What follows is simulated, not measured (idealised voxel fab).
process module | voxel gate over fins
cross-section cut | 235 nm wide | cells 5 nm
A cross-section is a grid of square cells, given in bands from the top down. A band is one or more rows of cells.
Each band's line starts with the height of the band's top and of its bottom, in nm. Then come its materials from left to right, each with its width in nm. One material with "throughout" fills the band from edge to edge. "air" is empty space.
Height 0 is the level under which the wafer as received is all one material. The lowest band goes on downwards, as in "0 down".
A width such as "30 to 40" changes by the same amount from each row of cells to the next, from the band's top row to its bottom row.
"no change" after a step means that no cell of the cross-section changed.
closed voids: empty space of 8 cells or more with no open way to the top, each as width x height at its distance from the left edge, in nm
after a step's settings: what the simulator itself notes on the step
overlay nm, on a step with a mask: how far to the right of its planned place the mask lay; to the left if negative
plan
1 op RECEIVE | material Si
2 op CONFORMAL_DEP | material SiN | thk nm 5
3 op MASKED_ETCH | tone cover | mask id FINS | width nm 15 | pitch nm 50 | etch materials SiN | depth nm 5 | overlay nm 0
4 op MASKED_ETCH | tone cover | mask id FINS | width nm 15 | pitch nm 50 | etch materials Si | depth nm 35 | overlay nm -15
5 op FILL_DEP | material SiO2 | thk nm 10
6 op CMP | height nm 5
7 op DIRECTIONAL_DEP | material aC | thk nm 10
8 op PATTERN | tone open | mask id RAIL | material resist | width nm 15 | thk nm 30 | overlay nm 0
9 op DIRECTIONAL_ETCH | etch materials aC | depth nm 10
10 op STRIP | etch materials resist
11 op DIRECTIONAL_ETCH | etch materials SiO2 | depth nm 35
12 op STRIP | etch materials aC
13 op CONFORMAL_DEP | material TiN | thk nm 5
14 op FILL_DEP | material W | thk nm 10
15 op CMP | height nm 5
16 op SELECTIVE_ETCH | etch materials W Ru TiN | depth nm 20
17 op FILL_DEP | material SiO2 | thk nm 5
18 op CMP | height nm 5
19 op SELECTIVE_ETCH | etch materials SiO2 | depth nm 15
20 op STRIP | etch materials SiN
21 op CONFORMAL_DEP | material HfO2 | thk nm 5
22 op CONFORMAL_DEP | material TiN | thk nm 5
23 op CONFORMAL_DEP | material TiAl | thk nm 5
24 op CONFORMAL_DEP | material TiN | thk nm 5
25 op FILL_DEP | material W | thk nm 15
26 op CMP | height nm 30
27 op CONFORMAL_DEP | material SiCN | thk nm 10
varied across the wafers: overlay nm of step 4. The plan shows the first wafer's value. All wafers start alike
first wafer as received, after step 1
  0 down: Si throughout
  closed voids: none
first wafer at the end, after step 27
  40 to 30: SiCN throughout
  30 to 20: W throughout
  20 to 15: TiN 220 | W 15
  15 to 10: TiN 5 | TiAl 210 | TiN 5 | W 15
  10 to 5: TiN 5 | TiAl 5 | TiN 200 | TiAl 5 | TiN 20
  5 to 0: TiAl 10 | TiN 5 | HfO2 40 | TiN 10 | HfO2 40 | TiN 10 | HfO2 40 | TiN 10 | HfO2 40 | TiN 5 | TiAl 25
  0 to -5: TiN 15 | HfO2 5 | Si 30 | HfO2 5 | TiN 10 | HfO2 5 | Si 30 | HfO2 5 | TiN 10 | HfO2 5 | Si 30 | HfO2 5 | TiN 10 | HfO2 5 | Si 30 | HfO2 5 | TiN 30
  -5 to -10: HfO2 20 | Si 30 | HfO2 20 | Si 30 | HfO2 20 | Si 30 | HfO2 20 | Si 30 | HfO2 35
  -10 to -15: SiO2 20 | Si 30 | SiO2 20 | Si 30 | SiO2 20 | Si 30 | SiO2 20 | Si 30 | SiO2 35
  -15 to -30: SiO2 20 | Si 30 | SiO2 10 | TiN 10 | Si 30 | SiO2 20 | Si 30 | SiO2 20 | Si 30 | SiO2 35
  -30 to -35: SiO2 20 | Si 30 | SiO2 20 | Si 30 | SiO2 20 | Si 30 | SiO2 20 | Si 30 | SiO2 35
  -35 down: Si throughout
  closed voids: none
last wafer at the end
  40 to 30: SiCN throughout
  30 to 20: W throughout
  20 to 15: W 15 | TiN 220
  15 to 10: W 15 | TiN 5 | TiAl 210 | TiN 5
  10 to 5: TiN 20 | TiAl 5 | TiN 200 | TiAl 5 | TiN 5
  5 to 0: TiAl 25 | TiN 5 | HfO2 40 | TiN 10 | HfO2 40 | TiN 10 | HfO2 40 | TiN 10 | HfO2 40 | TiN 5 | TiAl 10
  0 to -5: TiN 30 | HfO2 5 | Si 30 | HfO2 5 | TiN 10 | HfO2 5 | Si 30 | HfO2 5 | TiN 10 | HfO2 5 | Si 30 | HfO2 5 | TiN 10 | HfO2 5 | Si 30 | HfO2 5 | TiN 15
  -5 to -10: HfO2 35 | Si 30 | HfO2 20 | Si 30 | HfO2 20 | Si 30 | HfO2 20 | Si 30 | HfO2 20
  -10 to -15: SiO2 35 | Si 30 | SiO2 20 | Si 30 | SiO2 20 | Si 30 | SiO2 20 | Si 30 | SiO2 20
  -15 to -30: SiO2 35 | Si 30 | TiN 10 | SiO2 10 | Si 30 | SiO2 20 | Si 30 | SiO2 20 | Si 30 | SiO2 20
  -30 to -35: SiO2 35 | Si 30 | SiO2 20 | Si 30 | SiO2 20 | Si 30 | SiO2 20 | Si 30 | SiO2 20
  -35 down: Si throughout
  closed voids: none
each wafer at the end: cells of each material gained (+) or lost (-) since it was received, then its closed voids
overlay nm -15 | +63 HfO2 | -161 Si | +94 SiCN | +109 SiO2 | +51 TiAl | +120 TiN | +100 W | closed voids: none
overlay nm -10 | +63 HfO2 | -189 Si | +94 SiCN | +126 SiO2 | +57 TiAl | +121 TiN | +104 W | closed voids: none
overlay nm -5 | +63 HfO2 | -217 Si | +94 SiCN | +146 SiO2 | +63 TiAl | +121 TiN | +106 W | closed voids: none
overlay nm 0 | +63 HfO2 | -245 Si | +94 SiCN | +166 SiO2 | +63 TiAl | +127 TiN | +108 W | closed voids: none
overlay nm 5 | +63 HfO2 | -217 Si | +94 SiCN | +146 SiO2 | +63 TiAl | +121 TiN | +106 W | closed voids: none
overlay nm 10 | +63 HfO2 | -189 Si | +94 SiCN | +126 SiO2 | +57 TiAl | +121 TiN | +104 W | closed voids: none
overlay nm 15 | +63 HfO2 | -161 Si | +94 SiCN | +109 SiO2 | +51 TiAl | +120 TiN | +100 W | closed voids: none
